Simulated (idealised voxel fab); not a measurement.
A process module follows: voxel wiring stack.
Pictured: cross-section cut, 160 nm wide, on a grid of 5 nm square cells.
If you're reading a cross-section in this doc, picture square cells in a grid; it comes to you as bands, top ones listed first down to the bottom, and a band can be one or more rows of cells. The band entry comprises the height of the band's top followed by the height of its bottom, expressed in nm, and subsequently the band's materials from left to right, each stated together with its width in nm. Where a single material is marked with the word "edge to edge", that material fills the band from edge to edge. The word "air" represents empty space. Zero point of the height axis is 0; under it, received wafer = one material. Lowest band: continues down indefinitely, "0 -> down". A width given as "30->40" starts at the first number in the band's top row and ends at the second number in its bottom row, shifting by an equal amount at every step from row to row. No cell of the cross-section changed in a step that is given as "nothing different". Empty spaces counting at least 8 cells and having no open way to the top are listed in "Cavities, closed". The notation width x height at distance is used for each, the distance being from the left edge and all three values in nm. Post-settings text on a step line: simulator's own remark regarding the step. "overlay nm" on a masked step: distance the mask lay right of its planned place, negative for left.
Below is the list of planned process steps
| 1 | op RECEIVE | material Si |
| 2 | op CONFORMAL_DEP | material SiO2 | thk nm 10 |
| 3 | op DIRECTIONAL_DEP | material TiN | thk nm 5 |
| 4 | op DIRECTIONAL_DEP | material Ru | thk nm 25 |
| 5 | op MASKED_ETCH | tone cover | mask id METAL_1 | width nm 25 | pitch nm 50 | etch materials Ru | depth nm 25 | overlay nm 0 |
| 6 | op MASKED_ETCH | tone cover | mask id METAL_1 | width nm 25 | pitch nm 50 | etch materials TiN | depth nm 5 | overlay nm 0 |
| 7 | op CONFORMAL_DEP | material SiN | thk nm 5 |
| 8 | op FILL_DEP | material lowk | thk nm 5 |
| 9 | op CMP | height nm 40 |
| 10 | op CONFORMAL_DEP | material SiCN | thk nm 5 |
| 11 | op DIRECTIONAL_DEP | material SiO2 | thk nm 35 |
| 12 | op DIRECTIONAL_DEP | material aC | thk nm 10 |
| 13 | op PATTERN | tone open | mask id METAL_2_HOLES | material resist | width nm 15 | pitch nm 100 | thk nm 30 | overlay nm 0 |
| 14 | op DIRECTIONAL_ETCH | etch materials aC | depth nm 10 |
| 15 | op STRIP | etch materials resist |
| 16 | op DIRECTIONAL_ETCH | etch materials SiO2 | depth nm 35 |
| 17 | op STRIP | etch materials aC |
| 18 | op PATTERN | tone open | mask id METAL_2 | material resist | width nm 25 | pitch nm 50 | thk nm 15 | overlay nm 0 |
| 19 | op DIRECTIONAL_ETCH | etch materials SiO2 | depth nm 20 |
| 20 | op DIRECTIONAL_ETCH | etch materials SiCN | depth nm 5 |
| 21 | op STRIP | etch materials resist |
| 22 | op CONFORMAL_DEP | material TiN | thk nm 5 |
| 23 | op FILL_DEP | material Cu | thk nm 10 |
| 24 | op CMP | height nm 80 |
| 25 | op CONFORMAL_DEP | material SiCN | thk nm 5 |
| 26 | op DIRECTIONAL_DEP | material SiO2 | thk nm 30 |
| 27 | op MASKED_ETCH | tone open | mask id METAL_3 | width nm 25 | pitch nm 50 | etch materials SiO2 | depth nm 15 | overlay nm 0 |
| 28 | op DIRECTIONAL_DEP | material aC | thk nm 10 |
| 29 | op PATTERN | tone open | mask id METAL_3_HOLES | material resist | width nm 15 | pitch nm 100 | thk nm 30 | overlay nm 0 |
| 30 | op DIRECTIONAL_ETCH | etch materials aC | depth nm 10 |
| 31 | op STRIP | etch materials resist |
| 32 | op DIRECTIONAL_ETCH | etch materials SiO2 | depth nm 15 |
| 33 | op DIRECTIONAL_ETCH | etch materials SiCN | depth nm 5 |
| 34 | op STRIP | etch materials aC |
| 35 | op CONFORMAL_DEP | material TiN | thk nm 5 |
| 36 | op FILL_DEP | material Ru | thk nm 5 |
| 37 | op CMP | height nm 115 |
| 38 | op CONFORMAL_DEP | material SiCN | thk nm 5 |
| 39 | op DIRECTIONAL_DEP | material lowk | thk nm 25 |
| 40 | op DIRECTIONAL_DEP | material aC | thk nm 15 |
| 41 | op PATTERN | tone open | mask id METAL_4_HOLES | material resist | width nm 15 | pitch nm 100 | thk nm 30 | overlay nm 0 |
| 42 | op DIRECTIONAL_ETCH | etch materials aC | depth nm 15 |
| 43 | op STRIP | etch materials resist |
| 44 | op DIRECTIONAL_ETCH | etch materials lowk | depth nm 25 |
| 45 | op STRIP | etch materials aC |
| 46 | op DIRECTIONAL_DEP | material aC | thk nm 15 |
| 47 | op PATTERN | tone open | mask id METAL_4 | material resist | width nm 25 | pitch nm 50 | thk nm 30 | overlay nm 0 |
| 48 | op DIRECTIONAL_ETCH | etch materials aC | depth nm 15 |
| 49 | op STRIP | etch materials resist |
| 50 | op DIRECTIONAL_ETCH | etch materials lowk | depth nm 15 |
| 51 | op DIRECTIONAL_ETCH | etch materials SiCN | depth nm 5 |
| 52 | op STRIP | etch materials aC |
| 53 | op CONFORMAL_DEP | material TiN | thk nm 5 |
| 54 | op FILL_DEP | material Ru | thk nm 10 |
| 55 | op CMP | height nm 145 |
| 56 | op CONFORMAL_DEP | material SiN | thk nm 5 |
Cross-section, incoming material, after step 1
> 0 -> down: Si edge to edge
> Cavities, closed: none
First of two wafers: cross-section at end of module, run per plan
> 150 -> 145: SiN edge to edge
> 145 -> 135: lowk 15 nm | TiN 5 nm | Ru 15 nm | TiN 5 nm | lowk 25 nm | TiN 5 nm | Ru 15 nm | TiN 5 nm | lowk 25 nm | TiN 5 nm | Ru 15 nm | TiN 5 nm | lowk 20 nm
> 135 -> 130: lowk 15 nm | TiN 5 nm | Ru 5 nm | TiN 15 nm | lowk 25 nm | TiN 25 nm | lowk 25 nm | TiN 5 nm | Ru 5 nm | TiN 15 nm | lowk 20 nm
> 130 -> 120: lowk 15 nm | TiN 5 nm | Ru 5 nm | TiN 5 nm | lowk 85 nm | TiN 5 nm | Ru 5 nm | TiN 5 nm | lowk 30 nm
> 120 -> 115: SiCN 15 nm | TiN 15 nm | SiCN 85 nm | TiN 15 nm | SiCN 30 nm
> 115 -> 105: SiO2 15 nm | TiN 5 nm | Ru 15 nm | TiN 5 nm | SiO2 25 nm | TiN 5 nm | Ru 15 nm | TiN 5 nm | SiO2 25 nm | TiN 5 nm | Ru 15 nm | TiN 5 nm | SiO2 20 nm
> 105 -> 100: SiO2 15 nm | TiN 5 nm | Ru 5 nm | TiN 15 nm | SiO2 25 nm | TiN 25 nm | SiO2 25 nm | TiN 5 nm | Ru 5 nm | TiN 15 nm | SiO2 20 nm
> 100 -> 85: SiO2 15 nm | TiN 5 nm | Ru 5 nm | TiN 5 nm | SiO2 85 nm | TiN 5 nm | Ru 5 nm | TiN 5 nm | SiO2 30 nm
> 85 -> 80: SiCN 15 nm | TiN 15 nm | SiCN 85 nm | TiN 15 nm | SiCN 30 nm
> 80 -> 65: SiO2 15 nm | TiN 5 nm | Cu 15 nm | TiN 5 nm | SiO2 25 nm | TiN 5 nm | Cu 15 nm | TiN 5 nm | SiO2 25 nm | TiN 5 nm | Cu 15 nm | TiN 5 nm | SiO2 20 nm
> 65 -> 60: SiO2 15 nm | TiN 5 nm | Cu 5 nm | TiN 15 nm | SiO2 25 nm | TiN 25 nm | SiO2 25 nm | TiN 5 nm | Cu 5 nm | TiN 15 nm | SiO2 20 nm
> 60 -> 45: SiO2 15 nm | TiN 5 nm | Cu 5 nm | TiN 5 nm | SiO2 85 nm | TiN 5 nm | Cu 5 nm | TiN 5 nm | SiO2 30 nm
> 45 -> 40: SiCN 15 nm | TiN 15 nm | SiCN 85 nm | TiN 15 nm | SiCN 30 nm
> 40 -> 15: lowk 10 nm | SiN 5 nm | Ru 25 nm | SiN 5 nm | lowk 15 nm | SiN 5 nm | Ru 25 nm | SiN 5 nm | lowk 15 nm | SiN 5 nm | Ru 25 nm | SiN 5 nm | lowk 15 nm
> 15 -> 10: SiN 15 nm | TiN 25 nm | SiN 25 nm | TiN 25 nm | SiN 25 nm | TiN 25 nm | SiN 20 nm
> 10 -> 0: SiO2 edge to edge
> 0 -> down: Si edge to edge
> Cavities, closed: none
Second wafer of the two, sectioned at the end of the module. It began like the first and followed the same plan, but one mistake was made while running it
> 150 -> 145: SiN edge to edge
> 145 -> 135: lowk 15 nm | TiN 5 nm | Ru 15 nm | TiN 5 nm | lowk 25 nm | TiN 5 nm | Ru 15 nm | TiN 5 nm | lowk 25 nm | TiN 5 nm | Ru 15 nm | TiN 5 nm | lowk 20 nm
> 135 -> 130: lowk 15 nm | TiN 5 nm | Ru 5 nm | TiN 15 nm | lowk 25 nm | TiN 25 nm | lowk 25 nm | TiN 5 nm | Ru 5 nm | TiN 15 nm | lowk 20 nm
> 130 -> 120: lowk 15 nm | TiN 5 nm | Ru 5 nm | TiN 5 nm | lowk 85 nm | TiN 5 nm | Ru 5 nm | TiN 5 nm | lowk 30 nm
> 120 -> 115: SiCN 15 nm | TiN 15 nm | SiCN 85 nm | TiN 15 nm | SiCN 30 nm
> 115 -> 105: SiO2 15 nm | TiN 5 nm | Ru 15 nm | TiN 5 nm | SiO2 25 nm | TiN 5 nm | Ru 15 nm | TiN 5 nm | SiO2 25 nm | TiN 5 nm | Ru 15 nm | TiN 5 nm | SiO2 20 nm
> 105 -> 100: SiO2 15 nm | TiN 5 nm | Ru 5 nm | TiN 15 nm | SiO2 25 nm | TiN 25 nm | SiO2 25 nm | TiN 5 nm | Ru 5 nm | TiN 15 nm | SiO2 20 nm
> 100 -> 85: SiO2 15 nm | TiN 5 nm | Ru 5 nm | TiN 5 nm | SiO2 85 nm | TiN 5 nm | Ru 5 nm | TiN 5 nm | SiO2 30 nm
> 85 -> 80: SiCN 15 nm | TiN 15 nm | SiCN 85 nm | TiN 15 nm | SiCN 30 nm
> 80 -> 65: Cu 25 nm | TiN 5 nm | SiO2 10 nm | TiN 5 nm | Cu 15 nm | TiN 5 nm | SiO2 25 nm | TiN 5 nm | Cu 30 nm | TiN 5 nm | SiO2 10 nm | TiN 5 nm | Cu 15 nm
> 65 -> 60: TiN 20 nm | Cu 5 nm | TiN 5 nm | SiO2 10 nm | TiN 25 nm | SiO2 25 nm | TiN 30 nm | Cu 5 nm | TiN 5 nm | SiO2 10 nm | TiN 20 nm
> 60 -> 50: SiO2 15 nm | TiN 5 nm | Cu 5 nm | TiN 5 nm | SiO2 85 nm | TiN 5 nm | Cu 5 nm | TiN 5 nm | SiO2 30 nm
> 50 -> 45: SiO2 15 nm | TiN 15 nm | SiO2 85 nm | TiN 15 nm | SiO2 30 nm
> 45 -> 40: SiCN edge to edge
> 40 -> 15: lowk 10 nm | SiN 5 nm | Ru 25 nm | SiN 5 nm | lowk 15 nm | SiN 5 nm | Ru 25 nm | SiN 5 nm | lowk 15 nm | SiN 5 nm | Ru 25 nm | SiN 5 nm | lowk 15 nm
> 15 -> 10: SiN 15 nm | TiN 25 nm | SiN 25 nm | TiN 25 nm | SiN 25 nm | TiN 25 nm | SiN 20 nm
> 10 -> 0: SiO2 edge to edge
> 0 -> down: Si edge to edge
> Cavities, closed: none
Diagnosis: contrary to plan, step 18 was performed as op PATTERN | tone cover | mask id METAL_2 | material resist | width nm 25 | pitch nm 50 | thk nm 15 | overlay nm 0
At the finish, the second wafer shows more or fewer cells for some materials than the first does: +22 Cu | +6 SiCN | -32 SiO2 | +4 TiN
